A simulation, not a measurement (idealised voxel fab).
The following is a process module called voxel fin reveal.
In the cross-section labelled cut, the width is 210 nm and each square cell is 5 nm.
Notation: cross-section as square-cell grid; stated in bands, top first, going down; one or more cell rows per band.
It is stipulated that each band's entry specify, in nanometres, the height of the top of the band and then that of its bottom, followed by the materials of the band in left-to-right sequence, each together with its width in nanometres. A single material marked by the word "edge to edge" is understood to fill the band from edge to edge; the word "empty" is understood to denote empty space.
The reference from which all heights are counted is 0, the level beneath which the as-received wafer is entirely one material; the lowest band, having no lower bound, proceeds downward and is written after the example "0 down".
Top row gets the first number, bottom row gets the second, and each row in between changes by the same step: that is how a band width like "30 to 40" works.
"stayed the same", as given for a step, is the statement that not any cell of the cross-section underwent a change during that step.
In "Enclosed void inventory" the enclosed voids are listed, meaning empty spaces of 8 cells or larger without any opening to the top. The form is width x height at distance, distance from the left edge, units nm.
On a step's line, text after the settings is the simulator commenting on that step.
overlay nm: mask right of planned place by this much (step with mask). Neg. = left.
Read the rest as pairs. Take the cross-section before one process step, then the cross-section after it, which shows only down to the lowest band that changed. Under the pair, find the step between them and its settings. Bear in mind that pairs may come from different runs of this module on the same starting wafer: link a pair to the pair above it only where its entry headed "Pre-process cross-section" says to.
Pre-process cross-section:
  0 down  Si edge to edge
  Enclosed void inventory: none
Step Outcome:
  5 to 0  SiN edge to edge
  No changes below 0.
  Enclosed void inventory: none
For reference, the processing step occurring between the two cross-sections presented above is as follows: CONFORMAL_DEP, material SiN, thk nm 5
Pre-process cross-section: The cross-section prior to this step is the one presented after the step of the pair immediately above.
Step Outcome:
  25 to 5  35 nm empty | 15 nm resist | 25 nm empty | 15 nm resist | 25 nm empty | 15 nm resist | 25 nm empty | 15 nm resist | 40 nm empty
  No changes below 5.
  Enclosed void inventory: none
For reference, the processing step occurring between the two cross-sections presented above is as follows: PATTERN, tone cover, mask id FINS, material resist, width nm 15, pitch nm 40, thk nm 20, overlay nm 0
Pre-process cross-section: The cross-section prior to this step is the one presented after the step of the pair immediately above.
Step Outcome:
  25 to 5  35 nm empty | 15 nm resist | 25 nm empty | 15 nm resist | 25 nm empty | 15 nm resist | 25 nm empty | 15 nm resist | 40 nm empty
  5 to 0  35 nm empty | 15 nm SiN | 25 nm empty | 15 nm SiN | 25 nm empty | 15 nm SiN | 25 nm empty | 15 nm SiN | 40 nm empty
  No changes below 0.
  Enclosed void inventory: none
For reference, the processing step occurring between the two cross-sections presented above is as follows: DIRECTIONAL_ETCH, etch materials SiN, depth nm 5
Pre-process cross-section: The cross-section prior to this step is the one presented after the step of the pair immediately above.
Step Outcome:
  25 to 5  35 nm empty | 15 nm resist | 25 nm empty | 15 nm resist | 25 nm empty | 15 nm resist | 25 nm empty | 15 nm resist | 40 nm empty
  5 to 0  35 nm empty | 15 nm SiN | 25 nm empty | 15 nm SiN | 25 nm empty | 15 nm SiN | 25 nm empty | 15 nm SiN | 40 nm empty
  0 to -35  35 nm empty | 15 nm Si | 25 nm empty | 15 nm Si | 25 nm empty | 15 nm Si | 25 nm empty | 15 nm Si | 40 nm empty
  No changes below -35.
  Enclosed void inventory: none
For reference, the processing step occurring between the two cross-sections presented above is as follows: DIRECTIONAL_ETCH, etch materials Si, depth nm 35
Pre-process cross-section: The cross-section prior to this step is the one presented after the step of the pair immediately above.
Step Outcome:
  5 to 0  35 nm empty | 15 nm SiN | 25 nm empty | 15 nm SiN | 25 nm empty | 15 nm SiN | 25 nm empty | 15 nm SiN | 40 nm empty
  No changes below 0.
  Enclosed void inventory: none
For reference, the processing step occurring between the two cross-sections presented above is as follows: STRIP, etch materials resist
Pre-process cross-section: The cross-section prior to this step is the one presented after the step of the pair immediately above.
Step Outcome:
  10 to 5  SiO2 edge to edge
  5 to 0  35 nm SiO2 | 15 nm SiN | 25 nm SiO2 | 15 nm SiN | 25 nm SiO2 | 15 nm SiN | 25 nm SiO2 | 15 nm SiN | 40 nm SiO2
  0 to -35  35 nm SiO2 | 15 nm Si | 25 nm SiO2 | 15 nm Si | 25 nm SiO2 | 15 nm Si | 25 nm SiO2 | 15 nm Si | 40 nm SiO2
  No changes below -35.
  Enclosed void inventory: none
For reference, the processing step occurring between the two cross-sections presented above is as follows: FILL_DEP, material SiO2, thk nm 5
Pre-process cross-section: The cross-section prior to this step is the one presented after the step of the pair immediately above.
Step Outcome:
  5 to 0  35 nm SiO2 | 15 nm SiN | 25 nm SiO2 | 15 nm SiN | 25 nm SiO2 | 15 nm SiN | 25 nm SiO2 | 15 nm SiN | 40 nm SiO2
  No changes below 0.
  Enclosed void inventory: none
For reference, the processing step occurring between the two cross-sections presented above is as follows: CMP, height nm 5
Pre-process cross-section: The cross-section prior to this step is the one presented after the step of the pair immediately above.
Step Outcome:
  5 to 0  35 nm empty | 15 nm SiN | 25 nm empty | 15 nm SiN | 25 nm empty | 15 nm SiN | 25 nm empty | 15 nm SiN | 40 nm empty
  0 to -25  35 nm empty | 15 nm Si | 25 nm empty | 15 nm Si | 25 nm empty | 15 nm Si | 25 nm empty | 15 nm Si | 40 nm empty
  No changes below -25.
  Enclosed void inventory: none
For reference, the processing step occurring between the two cross-sections presented above is as follows: SELECTIVE_ETCH, etch materials SiO2, depth nm 30
Pre-process cross-section: The cross-section prior to this step is the one presented after the step of the pair immediately above.
Step Outcome:
  0 to -25  35 nm empty | 15 nm Si | 25 nm empty | 15 nm Si | 25 nm empty | 15 nm Si | 25 nm empty | 15 nm Si | 40 nm empty
  No changes below -25.
  Enclosed void inventory: none
For reference, the processing step occurring between the two cross-sections presented above is as follows: STRIP, etch materials SiN
Pre-process cross-section: The cross-section prior to this step is the one presented after the step of the pair immediately above.
Step Outcome:
  5 to 0  30 nm empty | 25 nm HfO2 | 15 nm empty | 25 nm HfO2 | 15 nm empty | 25 nm HfO2 | 15 nm empty | 25 nm HfO2 | 35 nm empty
  0 to -20  30 nm empty | 5 nm HfO2 | 15 nm Si | 5 nm HfO2 | 15 nm empty | 5 nm HfO2 | 15 nm Si | 5 nm HfO2 | 15 nm empty | 5 nm HfO2 | 15 nm Si | 5 nm HfO2 | 15 nm empty | 5 nm HfO2 | 15 nm Si | 5 nm HfO2 | 35 nm empty
  -20 to -25  35 nm HfO2 | 15 nm Si | 25 nm HfO2 | 15 nm Si | 25 nm HfO2 | 15 nm Si | 25 nm HfO2 | 15 nm Si | 40 nm HfO2
  No changes below -25.
  Enclosed void inventory: none
For reference, the processing step occurring between the two cross-sections presented above is as follows: CONFORMAL_DEP, material HfO2, thk nm 5
Pre-process cross-section:
  25 to 5  35 nm empty | 15 nm resist | 25 nm empty | 15 nm resist | 25 nm empty | 15 nm resist | 25 nm empty | 15 nm resist | 40 nm empty
  5 to 0  35 nm empty | 15 nm SiN | 25 nm empty | 15 nm SiN | 25 nm empty | 15 nm SiN | 25 nm empty | 15 nm SiN | 40 nm empty
  0 to -35  35 nm empty | 15 nm Si | 25 nm empty | 15 nm Si | 25 nm empty | 15 nm Si | 25 nm empty | 15 nm Si | 40 nm empty
  -35 down  Si edge to edge
  Enclosed void inventory: none
Step Outcome:
  25 to 5  35 nm empty | 15 nm resist | 25 nm empty | 15 nm resist | 25 nm empty | 15 nm resist | 25 nm empty | 15 nm resist | 40 nm empty
  5 to 0  35 nm empty | 15 nm SiN | 25 nm empty | 15 nm SiN | 25 nm empty | 15 nm SiN | 25 nm empty | 15 nm SiN | 40 nm empty
  0 to -70  35 nm empty | 15 nm Si | 25 nm empty | 15 nm Si | 25 nm empty | 15 nm Si | 25 nm empty | 15 nm Si | 40 nm empty
  No changes below -70.
  Enclosed void inventory: none
For reference, the processing step occurring between the two cross-sections presented above is as follows: DIRECTIONAL_ETCH, etch materials Si, depth nm 35
Pre-process cross-section: The cross-section prior to this step is the one presented after the step of the pair immediately above.
Step Outcome:
  5 to 0  35 nm empty | 15 nm SiN | 25 nm empty | 15 nm SiN | 25 nm empty | 15 nm SiN | 25 nm empty | 15 nm SiN | 40 nm empty
  No changes below 0.
  Enclosed void inventory: none
For reference, the processing step occurring between the two cross-sections presented above is as follows: STRIP, etch materials resist
Pre-process cross-section: The cross-section prior to this step is the one presented after the step of the pair immediately above.
Step Outcome:
  10 to 5  SiO2 edge to edge
  5 to 0  35 nm SiO2 | 15 nm SiN | 25 nm SiO2 | 15 nm SiN | 25 nm SiO2 | 15 nm SiN | 25 nm SiO2 | 15 nm SiN | 40 nm SiO2
  0 to -70  35 nm SiO2 | 15 nm Si | 25 nm SiO2 | 15 nm Si | 25 nm SiO2 | 15 nm Si | 25 nm SiO2 | 15 nm Si | 40 nm SiO2
  No changes below -70.
  Enclosed void inventory: none
For reference, the processing step occurring between the two cross-sections presented above is as follows: FILL_DEP, material SiO2, thk nm 5
Pre-process cross-section: The cross-section prior to this step is the one presented after the step of the pair immediately above.
Step Outcome:
  5 to 0  35 nm SiO2 | 15 nm SiN | 25 nm SiO2 | 15 nm SiN | 25 nm SiO2 | 15 nm SiN | 25 nm SiO2 | 15 nm SiN | 40 nm SiO2
  No changes below 0.
  Enclosed void inventory: none
For reference, the processing step occurring between the two cross-sections presented above is as follows: CMP, height nm 5
Pre-process cross-section: The cross-section prior to this step is the one presented after the step of the pair immediately above.
Step Outcome:
  5 to 0  35 nm empty | 15 nm SiN | 25 nm empty | 15 nm SiN | 25 nm empty | 15 nm SiN | 25 nm empty | 15 nm SiN | 40 nm empty
  0 to -25  35 nm empty | 15 nm Si | 25 nm empty | 15 nm Si | 25 nm empty | 15 nm Si | 25 nm empty | 15 nm Si | 40 nm empty
  No changes below -25.
  Enclosed void inventory: none
For reference, the processing step occurring between the two cross-sections presented above is as follows: SELECTIVE_ETCH, etch materials SiO2, depth nm 30
Pre-process cross-section: The cross-section prior to this step is the one presented after the step of the pair immediately above.
Step Outcome:
  0 to -25  35 nm empty | 15 nm Si | 25 nm empty | 15 nm Si | 25 nm empty | 15 nm Si | 25 nm empty | 15 nm Si | 40 nm empty
  No changes below -25.
  Enclosed void inventory: none
For reference, the processing step occurring between the two cross-sections presented above is as follows: STRIP, etch materials SiN
Pre-process cross-section: The cross-section prior to this step is the one presented after the step of the pair immediately above.
Step Outcome:
  5 to 0  30 nm empty | 25 nm HfO2 | 15 nm empty | 25 nm HfO2 | 15 nm empty | 25 nm HfO2 | 15 nm empty | 25 nm HfO2 | 35 nm empty
  0 to -20  30 nm empty | 5 nm HfO2 | 15 nm Si | 5 nm HfO2 | 15 nm empty | 5 nm HfO2 | 15 nm Si | 5 nm HfO2 | 15 nm empty | 5 nm HfO2 | 15 nm Si | 5 nm HfO2 | 15 nm empty | 5 nm HfO2 | 15 nm Si | 5 nm HfO2 | 35 nm empty
  -20 to -25  35 nm HfO2 | 15 nm Si | 25 nm HfO2 | 15 nm Si | 25 nm HfO2 | 15 nm Si | 25 nm HfO2 | 15 nm Si | 40 nm HfO2
  No changes below -25.
  Enclosed void inventory: none
For reference, the processing step occurring between the two cross-sections presented above is as follows: CONFORMAL_DEP, material HfO2, thk nm 5
Pre-process cross-section:
  5 to 0  35 nm SiO2 | 15 nm SiN | 25 nm SiO2 | 15 nm SiN | 25 nm SiO2 | 15 nm SiN | 25 nm SiO2 | 15 nm SiN | 40 nm SiO2
  0 to -35  35 nm SiO2 | 15 nm Si | 25 nm SiO2 | 15 nm Si | 25 nm SiO2 | 15 nm Si | 25 nm SiO2 | 15 nm Si | 40 nm SiO2
  -35 down  Si edge to edge
  Enclosed void inventory: none
Step Outcome:
  5 to 0  35 nm SiO2 | 15 nm empty | 25 nm SiO2 | 15 nm empty | 25 nm SiO2 | 15 nm empty | 25 nm SiO2 | 15 nm empty | 40 nm SiO2
  No changes below 0.
  Enclosed void inventory: none
For reference, the processing step occurring between the two cross-sections presented above is as follows: STRIP, etch materials SiN
Pre-process cross-section: The cross-section prior to this step is the one presented after the step of the pair immediately above.
Step Outcome:
  0 to -25  35 nm empty | 15 nm Si | 25 nm empty | 15 nm Si | 25 nm empty | 15 nm Si | 25 nm empty | 15 nm Si | 40 nm empty
  -25 to -30  5 nm SiO2 | 30 nm empty | 15 nm Si | 25 nm empty | 15 nm Si | 25 nm empty | 15 nm Si | 25 nm empty | 15 nm Si | 30 nm empty | 10 nm SiO2
  No changes below -30.
  Enclosed void inventory: none
For reference, the processing step occurring between the two cross-sections presented above is as follows: SELECTIVE_ETCH, etch materials SiO2, depth nm 30
Pre-process cross-section: The cross-section prior to this step is the one presented after the step of the pair immediately above.
Step Outcome:
  5 to 0  30 nm empty | 25 nm HfO2 | 15 nm empty | 25 nm HfO2 | 15 nm empty | 25 nm HfO2 | 15 nm empty | 25 nm HfO2 | 35 nm empty
  0 to -20  30 nm empty | 5 nm HfO2 | 15 nm Si | 5 nm HfO2 | 15 nm empty | 5 nm HfO2 | 15 nm Si | 5 nm HfO2 | 15 nm empty | 5 nm HfO2 | 15 nm Si | 5 nm HfO2 | 15 nm empty | 5 nm HfO2 | 15 nm Si | 5 nm HfO2 | 35 nm empty
  -20 to -25  10 nm HfO2 | 20 nm empty | 5 nm HfO2 | 15 nm Si | 5 nm HfO2 | 15 nm empty | 5 nm HfO2 | 15 nm Si | 5 nm HfO2 | 15 nm empty | 5 nm HfO2 | 15 nm Si | 5 nm HfO2 | 15 nm empty | 5 nm HfO2 | 15 nm Si | 5 nm HfO2 | 20 nm empty | 15 nm HfO2
  -25 to -30  5 nm SiO2 | 30 nm HfO2 | 15 nm Si | 25 nm HfO2 | 15 nm Si | 25 nm HfO2 | 15 nm Si | 25 nm HfO2 | 15 nm Si | 30 nm HfO2 | 10 nm SiO2
  No changes below -30.
  Enclosed void inventory: none
For reference, the processing step occurring between the two cross-sections presented above is as follows: CONFORMAL_DEP, material HfO2, thk nm 5
Pre-process cross-section:
  25 to 5  35 nm empty | 15 nm resist | 25 nm empty | 15 nm resist | 25 nm empty | 15 nm resist | 25 nm empty | 15 nm resist | 40 nm empty
  5 to 0  35 nm empty | 15 nm SiN | 25 nm empty | 15 nm SiN | 25 nm empty | 15 nm SiN | 25 nm empty | 15 nm SiN | 40 nm empty
  0 down  Si edge to edge
  Enclosed void inventory: none
Step Outcome:
  25 to 5  35 nm empty | 15 nm resist | 25 nm empty | 15 nm resist | 25 nm empty | 15 nm resist | 25 nm empty | 15 nm resist | 40 nm empty
  5 to 0  35 nm empty | 15 nm SiN | 25 nm empty | 15 nm SiN | 25 nm empty | 15 nm SiN | 25 nm empty | 15 nm SiN | 40 nm empty
  0 to -30  35 nm empty | 15 nm Si | 25 nm empty | 15 nm Si | 25 nm empty | 15 nm Si | 25 nm empty | 15 nm Si | 40 nm empty
  No changes below -30.
  Enclosed void inventory: none
For reference, the processing step occurring between the two cross-sections presented above is as follows: DIRECTIONAL_ETCH, etch materials Si, depth nm 30
Pre-process cross-section: The cross-section prior to this step is the one presented after the step of the pair immediately above.
Step Outcome:
  5 to 0  35 nm empty | 15 nm SiN | 25 nm empty | 15 nm SiN | 25 nm empty | 15 nm SiN | 25 nm empty | 15 nm SiN | 40 nm empty
  No changes below 0.
  Enclosed void inventory: none
For reference, the processing step occurring between the two cross-sections presented above is as follows: STRIP, etch materials resist
Pre-process cross-section: The cross-section prior to this step is the one presented after the step of the pair immediately above.
Step Outcome:
  10 to 5  SiO2 edge to edge
  5 to 0  35 nm SiO2 | 15 nm SiN | 25 nm SiO2 | 15 nm SiN | 25 nm SiO2 | 15 nm SiN | 25 nm SiO2 | 15 nm SiN | 40 nm SiO2
  0 to -30  35 nm SiO2 | 15 nm Si | 25 nm SiO2 | 15 nm Si | 25 nm SiO2 | 15 nm Si | 25 nm SiO2 | 15 nm Si | 40 nm SiO2
  No changes below -30.
  Enclosed void inventory: none
For reference, the processing step occurring between the two cross-sections presented above is as follows: FILL_DEP, material SiO2, thk nm 5
Pre-process cross-section: The cross-section prior to this step is the one presented after the step of the pair immediately above.
Step Outcome:
  5 to 0  35 nm SiO2 | 15 nm SiN | 25 nm SiO2 | 15 nm SiN | 25 nm SiO2 | 15 nm SiN | 25 nm SiO2 | 15 nm SiN | 40 nm SiO2
  No changes below 0.
  Enclosed void inventory: none
For reference, the processing step occurring between the two cross-sections presented above is as follows: CMP, height nm 5
Pre-process cross-section: The cross-section prior to this step is the one presented after the step of the pair immediately above.
Step Outcome:
  5 to 0  35 nm empty | 15 nm SiN | 25 nm empty | 15 nm SiN | 25 nm empty | 15 nm SiN | 25 nm empty | 15 nm SiN | 40 nm empty
  0 to -25  35 nm empty | 15 nm Si | 25 nm empty | 15 nm Si | 25 nm empty | 15 nm Si | 25 nm empty | 15 nm Si | 40 nm empty
  No changes below -25.
  Enclosed void inventory: none
For reference, the processing step occurring between the two cross-sections presented above is as follows: SELECTIVE_ETCH, etch materials SiO2, depth nm 30
Pre-process cross-section: The cross-section prior to this step is the one presented after the step of the pair immediately above.
Step Outcome:
  0 to -25  35 nm empty | 15 nm Si | 25 nm empty | 15 nm Si | 25 nm empty | 15 nm Si | 25 nm empty | 15 nm Si | 40 nm empty
  No changes below -25.
  Enclosed void inventory: none
For reference, the processing step occurring between the two cross-sections presented above is as follows: STRIP, etch materials SiN
Pre-process cross-section: The cross-section prior to this step is the one presented after the step of the pair immediately above.
Step Outcome:
  5 to 0  30 nm empty | 25 nm HfO2 | 15 nm empty | 25 nm HfO2 | 15 nm empty | 25 nm HfO2 | 15 nm empty | 25 nm HfO2 | 35 nm empty
  0 to -20  30 nm empty | 5 nm HfO2 | 15 nm Si | 5 nm HfO2 | 15 nm empty | 5 nm HfO2 | 15 nm Si | 5 nm HfO2 | 15 nm empty | 5 nm HfO2 | 15 nm Si | 5 nm HfO2 | 15 nm empty | 5 nm HfO2 | 15 nm Si | 5 nm HfO2 | 35 nm empty
  -20 to -25  35 nm HfO2 | 15 nm Si | 25 nm HfO2 | 15 nm Si | 25 nm HfO2 | 15 nm Si | 25 nm HfO2 | 15 nm Si | 40 nm HfO2
  No changes below -25.
  Enclosed void inventory: none
For reference, the processing step occurring between the two cross-sections presented above is as follows: CONFORMAL_DEP, material HfO2, thk nm 5
Pre-process cross-section:
  5 to 0  SiN edge to edge
  0 down  Si edge to edge
  Enclosed void inventory: none
Step Outcome:
  25 to 5  35 nm empty | 20 nm resist | 20 nm empty | 20 nm resist | 20 nm empty | 20 nm resist | 20 nm empty | 20 nm resist | 35 nm empty
  No changes below 5.
  Enclosed void inventory: none
For reference, the processing step occurring between the two cross-sections presented above is as follows: PATTERN, tone cover, mask id FINS, material resist, width nm 20, pitch nm 40, thk nm 20, overlay nm 0
Pre-process cross-section: The cross-section prior to this step is the one presented after the step of the pair immediately above.
Step Outcome:
  25 to 5  35 nm empty | 20 nm resist | 20 nm empty | 20 nm resist | 20 nm empty | 20 nm resist | 20 nm empty | 20 nm resist | 35 nm empty
  5 to 0  35 nm empty | 20 nm SiN | 20 nm empty | 20 nm SiN | 20 nm empty | 20 nm SiN | 20 nm empty | 20 nm SiN | 35 nm empty
  No changes below 0.
  Enclosed void inventory: none
For reference, the processing step occurring between the two cross-sections presented above is as follows: DIRECTIONAL_ETCH, etch materials SiN, depth nm 5
Pre-process cross-section: The cross-section prior to this step is the one presented after the step of the pair immediately above.
Step Outcome:
  25 to 5  35 nm empty | 20 nm resist | 20 nm empty | 20 nm resist | 20 nm empty | 20 nm resist | 20 nm empty | 20 nm resist | 35 nm empty
  5 to 0  35 nm empty | 20 nm SiN | 20 nm empty | 20 nm SiN | 20 nm empty | 20 nm SiN | 20 nm empty | 20 nm SiN | 35 nm empty
  0 to -35  35 nm empty | 20 nm Si | 20 nm empty | 20 nm Si | 20 nm empty | 20 nm Si | 20 nm empty | 20 nm Si | 35 nm empty
  No changes below -35.
  Enclosed void inventory: none
For reference, the processing step occurring between the two cross-sections presented above is as follows: DIRECTIONAL_ETCH, etch materials Si, depth nm 35
Pre-process cross-section: The cross-section prior to this step is the one presented after the step of the pair immediately above.
Step Outcome:
  5 to 0  35 nm empty | 20 nm SiN | 20 nm empty | 20 nm SiN | 20 nm empty | 20 nm SiN | 20 nm empty | 20 nm SiN | 35 nm empty
  No changes below 0.
  Enclosed void inventory: none
For reference, the processing step occurring between the two cross-sections presented above is as follows: STRIP, etch materials resist
Pre-process cross-section: The cross-section prior to this step is the one presented after the step of the pair immediately above.
Step Outcome:
  10 to 5  SiO2 edge to edge
  5 to 0  35 nm SiO2 | 20 nm SiN | 20 nm SiO2 | 20 nm SiN | 20 nm SiO2 | 20 nm SiN | 20 nm SiO2 | 20 nm SiN | 35 nm SiO2
  0 to -35  35 nm SiO2 | 20 nm Si | 20 nm SiO2 | 20 nm Si | 20 nm SiO2 | 20 nm Si | 20 nm SiO2 | 20 nm Si | 35 nm SiO2
  No changes below -35.
  Enclosed void inventory: none
For reference, the processing step occurring between the two cross-sections presented above is as follows: FILL_DEP, material SiO2, thk nm 5
Pre-process cross-section: The cross-section prior to this step is the one presented after the step of the pair immediately above.
Step Outcome:
  5 to 0  35 nm SiO2 | 20 nm SiN | 20 nm SiO2 | 20 nm SiN | 20 nm SiO2 | 20 nm SiN | 20 nm SiO2 | 20 nm SiN | 35 nm SiO2
  No changes below 0.
  Enclosed void inventory: none
For reference, the processing step occurring between the two cross-sections presented above is as follows: CMP, height nm 5
Pre-process cross-section: The cross-section prior to this step is the one presented after the step of the pair immediately above.
Step Outcome:
  5 to 0  35 nm empty | 20 nm SiN | 20 nm empty | 20 nm SiN | 20 nm empty | 20 nm SiN | 20 nm empty | 20 nm SiN | 35 nm empty
  0 to -25  35 nm empty | 20 nm Si | 20 nm empty | 20 nm Si | 20 nm empty | 20 nm Si | 20 nm empty | 20 nm Si | 35 nm empty
  No changes below -25.
  Enclosed void inventory: none
For reference, the processing step occurring between the two cross-sections presented above is as follows: SELECTIVE_ETCH, etch materials SiO2, depth nm 30
Pre-process cross-section: The cross-section prior to this step is the one presented after the step of the pair immediately above.
Step Outcome:
  0 to -25  35 nm empty | 20 nm Si | 20 nm empty | 20 nm Si | 20 nm empty | 20 nm Si | 20 nm empty | 20 nm Si | 35 nm empty
  No changes below -25.
  Enclosed void inventory: none
For reference, the processing step occurring between the two cross-sections presented above is as follows: STRIP, etch materials SiN
Pre-process cross-section: The cross-section prior to this step is the one presented after the step of the pair immediately above.
Step Outcome:
  5 to 0  30 nm empty | 30 nm HfO2 | 10 nm empty | 30 nm HfO2 | 10 nm empty | 30 nm HfO2 | 10 nm empty | 30 nm HfO2 | 30 nm empty
  0 to -20  30 nm empty | 5 nm HfO2 | 20 nm Si | 5 nm HfO2 | 10 nm empty | 5 nm HfO2 | 20 nm Si | 5 nm HfO2 | 10 nm empty | 5 nm HfO2 | 20 nm Si | 5 nm HfO2 | 10 nm empty | 5 nm HfO2 | 20 nm Si | 5 nm HfO2 | 30 nm empty
  -20 to -25  35 nm HfO2 | 20 nm Si | 20 nm HfO2 | 20 nm Si | 20 nm HfO2 | 20 nm Si | 20 nm HfO2 | 20 nm Si | 35 nm HfO2
  No changes below -25.
  Enclosed void inventory: none
For reference, the processing step occurring between the two cross-sections presented above is as follows: CONFORMAL_DEP, material HfO2, thk nm 5
Pre-process cross-section:
  5 to 0  SiN edge to edge
  0 down  Si edge to edge
  Enclosed void inventory: none
Step Outcome:
  25 to 5  40 nm empty | 15 nm resist | 25 nm empty | 15 nm resist | 25 nm empty | 15 nm resist | 25 nm empty | 15 nm resist | 35 nm empty
  No changes below 5.
  Enclosed void inventory: none
For reference, the processing step occurring between the two cross-sections presented above is as follows: PATTERN, tone cover, mask id FINS, material resist, width nm 15, pitch nm 40, thk nm 20, overlay nm 5
Pre-process cross-section: The cross-section prior to this step is the one presented after the step of the pair immediately above.
Step Outcome:
  25 to 5  40 nm empty | 15 nm resist | 25 nm empty | 15 nm resist | 25 nm empty | 15 nm resist | 25 nm empty | 15 nm resist | 35 nm empty
  5 to 0  40 nm empty | 15 nm SiN | 25 nm empty | 15 nm SiN | 25 nm empty | 15 nm SiN | 25 nm empty | 15 nm SiN | 35 nm empty
  No changes below 0.
  Enclosed void inventory: none
For reference, the processing step occurring between the two cross-sections presented above is as follows: DIRECTIONAL_ETCH, etch materials SiN, depth nm 5
Pre-process cross-section: The cross-section prior to this step is the one presented after the step of the pair immediately above.
Step Outcome:
  25 to 5  40 nm empty | 15 nm resist | 25 nm empty | 15 nm resist | 25 nm empty | 15 nm resist | 25 nm empty | 15 nm resist | 35 nm empty
  5 to 0  40 nm empty | 15 nm SiN | 25 nm empty | 15 nm SiN | 25 nm empty | 15 nm SiN | 25 nm empty | 15 nm SiN | 35 nm empty
  0 to -35  40 nm empty | 15 nm Si | 25 nm empty | 15 nm Si | 25 nm empty | 15 nm Si | 25 nm empty | 15 nm Si | 35 nm empty
  No changes below -35.
  Enclosed void inventory: none
For reference, the processing step occurring between the two cross-sections presented above is as follows: DIRECTIONAL_ETCH, etch materials Si, depth nm 35
Pre-process cross-section: The cross-section prior to this step is the one presented after the step of the pair immediately above.
Step Outcome:
  5 to 0  40 nm empty | 15 nm SiN | 25 nm empty | 15 nm SiN | 25 nm empty | 15 nm SiN | 25 nm empty | 15 nm SiN | 35 nm empty
  No changes below 0.
  Enclosed void inventory: none
For reference, the processing step occurring between the two cross-sections presented above is as follows: STRIP, etch materials resist
Pre-process cross-section: The cross-section prior to this step is the one presented after the step of the pair immediately above.
Step Outcome:
  10 to 5  SiO2 edge to edge
  5 to 0  40 nm SiO2 | 15 nm SiN | 25 nm SiO2 | 15 nm SiN | 25 nm SiO2 | 15 nm SiN | 25 nm SiO2 | 15 nm SiN | 35 nm SiO2
  0 to -35  40 nm SiO2 | 15 nm Si | 25 nm SiO2 | 15 nm Si | 25 nm SiO2 | 15 nm Si | 25 nm SiO2 | 15 nm Si | 35 nm SiO2
  No changes below -35.
  Enclosed void inventory: none
For reference, the processing step occurring between the two cross-sections presented above is as follows: FILL_DEP, material SiO2, thk nm 5
Pre-process cross-section: The cross-section prior to this step is the one presented after the step of the pair immediately above.
Step Outcome:
  5 to 0  40 nm SiO2 | 15 nm SiN | 25 nm SiO2 | 15 nm SiN | 25 nm SiO2 | 15 nm SiN | 25 nm SiO2 | 15 nm SiN | 35 nm SiO2
  No changes below 0.
  Enclosed void inventory: none
For reference, the processing step occurring between the two cross-sections presented above is as follows: CMP, height nm 5
Pre-process cross-section: The cross-section prior to this step is the one presented after the step of the pair immediately above.
Step Outcome:
  5 to 0  40 nm empty | 15 nm SiN | 25 nm empty | 15 nm SiN | 25 nm empty | 15 nm SiN | 25 nm empty | 15 nm SiN | 35 nm empty
  0 to -25  40 nm empty | 15 nm Si | 25 nm empty | 15 nm Si | 25 nm empty | 15 nm Si | 25 nm empty | 15 nm Si | 35 nm empty
  No changes below -25.
  Enclosed void inventory: none
For reference, the processing step occurring between the two cross-sections presented above is as follows: SELECTIVE_ETCH, etch materials SiO2, depth nm 30
Pre-process cross-section: The cross-section prior to this step is the one presented after the step of the pair immediately above.
Step Outcome:
  0 to -25  40 nm empty | 15 nm Si | 25 nm empty | 15 nm Si | 25 nm empty | 15 nm Si | 25 nm empty | 15 nm Si | 35 nm empty
  No changes below -25.
  Enclosed void inventory: none
For reference, the processing step occurring between the two cross-sections presented above is as follows: STRIP, etch materials SiN
Pre-process cross-section: The cross-section prior to this step is the one presented after the step of the pair immediately above.
Step Outcome:
  5 to 0  35 nm empty | 25 nm HfO2 | 15 nm empty | 25 nm HfO2 | 15 nm empty | 25 nm HfO2 | 15 nm empty | 25 nm HfO2 | 30 nm empty
  0 to -20  35 nm empty | 5 nm HfO2 | 15 nm Si | 5 nm HfO2 | 15 nm empty | 5 nm HfO2 | 15 nm Si | 5 nm HfO2 | 15 nm empty | 5 nm HfO2 | 15 nm Si | 5 nm HfO2 | 15 nm empty | 5 nm HfO2 | 15 nm Si | 5 nm HfO2 | 30 nm empty
  -20 to -25  40 nm HfO2 | 15 nm Si | 25 nm HfO2 | 15 nm Si | 25 nm HfO2 | 15 nm Si | 25 nm HfO2 | 15 nm Si | 35 nm HfO2
  No changes below -25.
  Enclosed void inventory: none
For reference, the processing step occurring between the two cross-sections presented above is as follows: CONFORMAL_DEP, material HfO2, thk nm 5
Pre-process cross-section:
  0 to -25  35 nm empty | 15 nm Si | 25 nm empty | 15 nm Si | 25 nm empty | 15 nm Si | 25 nm empty | 15 nm Si | 40 nm empty
  -25 to -35  35 nm SiO2 | 15 nm Si | 25 nm SiO2 | 15 nm Si | 25 nm SiO2 | 15 nm Si | 25 nm SiO2 | 15 nm Si | 40 nm SiO2
  -35 down  Si edge to edge
  Enclosed void inventory: none
Step Outcome:
  5 to 0  30 nm empty | 25 nm SiO2 | 15 nm empty | 25 nm SiO2 | 15 nm empty | 25 nm SiO2 | 15 nm empty | 25 nm SiO2 | 35 nm empty
  0 to -20  30 nm empty | 5 nm SiO2 | 15 nm Si | 5 nm SiO2 | 15 nm empty | 5 nm SiO2 | 15 nm Si | 5 nm SiO2 | 15 nm empty | 5 nm SiO2 | 15 nm Si | 5 nm SiO2 | 15 nm empty | 5 nm SiO2 | 15 nm Si | 5 nm SiO2 | 35 nm empty
  -20 to -35  35 nm SiO2 | 15 nm Si | 25 nm SiO2 | 15 nm Si | 25 nm SiO2 | 15 nm Si | 25 nm SiO2 | 15 nm Si | 40 nm SiO2
  No changes below -35.
  Enclosed void inventory: none
For reference, the processing step occurring between the two cross-sections presented above is as follows: CONFORMAL_DEP, material SiO2, thk nm 5
Pre-process cross-section:
  5 to 0  SiN edge to edge
  0 down  Si edge to edge
  Enclosed void inventory: none
Step Outcome:
  25 to 5  35 nm resist | 15 nm empty | 25 nm resist | 15 nm empty | 25 nm resist | 15 nm empty | 25 nm resist | 15 nm empty | 40 nm resist
  No changes below 5.
  Enclosed void inventory: none
For reference, the processing step occurring between the two cross-sections presented above is as follows: PATTERN, tone open, mask id FINS, material resist, width nm 15, pitch nm 40, thk nm 20, overlay nm 0
Pre-process cross-section: The cross-section prior to this step is the one presented after the step of the pair immediately above.
Step Outcome:
  25 to 5  35 nm resist | 15 nm empty | 25 nm resist | 15 nm empty | 25 nm resist | 15 nm empty | 25 nm resist | 15 nm empty | 40 nm resist
  5 to 0  35 nm SiN | 15 nm empty | 25 nm SiN | 15 nm empty | 25 nm SiN | 15 nm empty | 25 nm SiN | 15 nm empty | 40 nm SiN
  No changes below 0.
  Enclosed void inventory: none
For reference, the processing step occurring between the two cross-sections presented above is as follows: DIRECTIONAL_ETCH, etch materials SiN, depth nm 5
